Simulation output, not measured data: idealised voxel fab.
You're looking at the process module voxel transistor to metal.
It is cross-section cut that appears here, measuring 165 nm in width, its square cells being 5 nm in size.
We lay out every cross-section as a grid of square cells and spell it out in bands from the top down, where one band means one or more rows of cells. This entry defines a band. It first specifies the height of the band's top and the height of its bottom in nm, and then specifies the band's materials from left to right, stating each material with its width in nm. The word "throughout" identifies a single material that fills the band from edge to edge, while the word "air" identifies empty space. A quick word on heights: they are counted from 0, and under that level the wafer as it came to us is one material throughout. The lowest band is different from the rest in having no bottom; it simply continues downward, written as in "0 -> down". Think of "30 to 40" as a width that walks from the first number to the second as you go down the band, top row to bottom row, taking equal-sized steps from row to row. No cell of the cross-section changed in a step that is given as "remained unchanged". "Catalogued sealed voids" contains a list of empty spaces, each no smaller than 8 cells and without an open way to the top, written in the form width x height at distance with the distance from the left edge and all three in nm. Step line, after settings: the simulator's comment on this step. You can add "overlay nm" to a step's line. For a step with a mask, it describes how far the mask lay to the right of its planned position, and a negative number describes a lay to the left.
Planned step list for the process:
1. RECEIVE | material Si
2. CONFORMAL_DEP | material SiO2 | thk nm 5
3. CONFORMAL_DEP | material SiN | thk nm 10
4. PATTERN | tone cover | mask id ACTIVE | material resist | width nm 115 | thk nm 20 | overlay nm 0
5. DIRECTIONAL_ETCH | etch materials SiN | depth nm 10
6. DIRECTIONAL_ETCH | etch materials SiO2 | depth nm 5
7. DIRECTIONAL_ETCH | etch materials Si | depth nm 25
8. STRIP | etch materials resist
9. FILL_DEP | material SiO2 | thk nm 10
10. CMP | height nm 15
11. SELECTIVE_ETCH | etch materials SiO2 | depth nm 10
12. STRIP | etch materials SiN
13. SELECTIVE_ETCH | etch materials SiO2 | depth nm 5
14. OXIDIZE | depth nm 5
15. DIRECTIONAL_DEP | material polySi | thk nm 25
16. DIRECTIONAL_DEP | material SiCN | thk nm 15
17. MASKED_ETCH | tone cover | mask id GATE | width nm 25 | etch materials SiCN | depth nm 25 | overlay nm 0
18. MASKED_ETCH | tone cover | mask id GATE | width nm 25 | etch materials polySi | depth nm 35 | overlay nm 0
19. CONFORMAL_DEP | material SiN | thk nm 10
20. DIRECTIONAL_ETCH | etch materials SiN | depth nm 10
21. DIRECTIONAL_ETCH | etch materials SiO2 | depth nm 5
22. DIRECTIONAL_ETCH | etch materials Si | depth nm 15
23. EPI | material nSi | thk nm 20
24. FILL_DEP | material SiO2 | thk nm 5
25. CMP | height nm 25
26. STRIP | etch materials polySi
27. SELECTIVE_ETCH | etch materials SiO2 | depth nm 5
28. CONFORMAL_DEP | material HfO2 | thk nm 5
29. CONFORMAL_DEP | material TiN | thk nm 5
30. FILL_DEP | material W | thk nm 5
31. CMP | height nm 20
32. DIRECTIONAL_DEP | material SiO2 | thk nm 10
33. PATTERN | tone open | mask id CONTACT | material resist | width nm 20 | pitch nm 75 | thk nm 20 | overlay nm 0
34. DIRECTIONAL_ETCH | etch materials SiO2 | depth nm 30
35. STRIP | etch materials resist
36. CONFORMAL_DEP | material TiN | thk nm 5
37. FILL_DEP | material W | thk nm 5
38. CMP | height nm 30
39. CONFORMAL_DEP | material SiCN | thk nm 5
40. DIRECTIONAL_DEP | material lowk | thk nm 20
41. DIRECTIONAL_DEP | material aC | thk nm 15
42. PATTERN | tone open | mask id METAL_1 | material resist | width nm 20 | pitch nm 75 | thk nm 30 | overlay nm 0
43. DIRECTIONAL_ETCH | etch materials aC | depth nm 15
44. STRIP | etch materials resist
45. DIRECTIONAL_ETCH | etch materials lowk | depth nm 20
46. DIRECTIONAL_ETCH | etch materials SiCN | depth nm 5
47. STRIP | etch materials aC
48. CONFORMAL_DEP | material TiN | thk nm 5
49. FILL_DEP | material Cu | thk nm 5
50. CMP | height nm 55
51. EPI | material Ru | thk nm 5
52. FILL_DEP | material SiCN | thk nm 5
53. DIRECTIONAL_DEP | material lowk | thk nm 30
54. MASKED_ETCH | tone open | mask id METAL_2 | width nm 20 | pitch nm 75 | etch materials lowk | depth nm 15 | overlay nm 0
55. MASKED_ETCH | tone open | mask id METAL_2_HOLES | width nm 15 | pitch nm 75 | etch materials lowk | depth nm 15 | overlay nm 0
56. MASKED_ETCH | tone open | mask id METAL_2_HOLES | width nm 15 | pitch nm 75 | etch materials SiCN | depth nm 5 | overlay nm 0
57. CONFORMAL_DEP | material TiN | thk nm 5
58. FILL_DEP | material Cu | thk nm 5
59. CMP | height nm 95
60. CONFORMAL_DEP | material SiCN | thk nm 5
As received (post step 1): cross-section:
0 -> down  Si throughout
Catalogued sealed voids: none
Starting wafer: above. Plan: above. Run: one mistake. Cross-section after the module: below:
100 -> 95  SiCN throughout
95 -> 85  35 lowk / 5 TiN / 10 Cu / 5 TiN / 55 lowk / 5 TiN / 10 Cu / 5 TiN / 35 lowk
85 -> 80  35 lowk / 5 TiN / 5 Cu / 10 TiN / 55 lowk / 5 TiN / 5 Cu / 10 TiN / 35 lowk
80 -> 65  35 lowk / 5 TiN / 5 Cu / 5 TiN / 60 lowk / 5 TiN / 5 Cu / 5 TiN / 40 lowk
65 -> 60  35 SiCN / 15 TiN / 60 SiCN / 15 TiN / 40 SiCN
60 -> 55  30 SiCN / 30 Ru / 45 SiCN / 30 Ru / 30 SiCN
55 -> 35  35 lowk / 5 TiN / 10 Cu / 5 TiN / 55 lowk / 5 TiN / 10 Cu / 5 TiN / 35 lowk
35 -> 30  35 SiCN / 20 TiN / 55 SiCN / 20 TiN / 35 SiCN
30 -> 20  35 SiO2 / 5 TiN / 10 W / 5 TiN / 55 SiO2 / 5 TiN / 10 W / 5 TiN / 35 SiO2
20 -> 15  35 SiO2 / 20 TiN / 5 SiO2 / 10 SiN / 5 HfO2 / 5 TiN / 5 W / 5 TiN / 5 HfO2 / 10 SiN / 5 SiO2 / 20 TiN / 35 SiO2
15 -> 5  35 SiO2 / 5 TiN / 20 nSi / 10 SiN / 5 HfO2 / 5 TiN / 5 W / 5 TiN / 5 HfO2 / 10 SiN / 20 nSi / 5 TiN / 35 SiO2
5 -> 0  35 SiO2 / 5 TiN / 20 nSi / 10 SiN / 5 HfO2 / 15 TiN / 5 HfO2 / 10 SiN / 20 nSi / 5 TiN / 35 SiO2
0 -> -5  20 SiO2 / 40 nSi / 5 SiO2 / 35 HfO2 / 5 SiO2 / 40 nSi / 20 SiO2
-5 -> -20  25 SiO2 / 35 nSi / 45 Si / 35 nSi / 25 SiO2
-20 -> -50  25 SiO2 / 115 Si / 25 SiO2
-50 -> down  Si throughout
Catalogued sealed voids: none
The mistake made against the process plan was this: step 7 from the plan got run twice
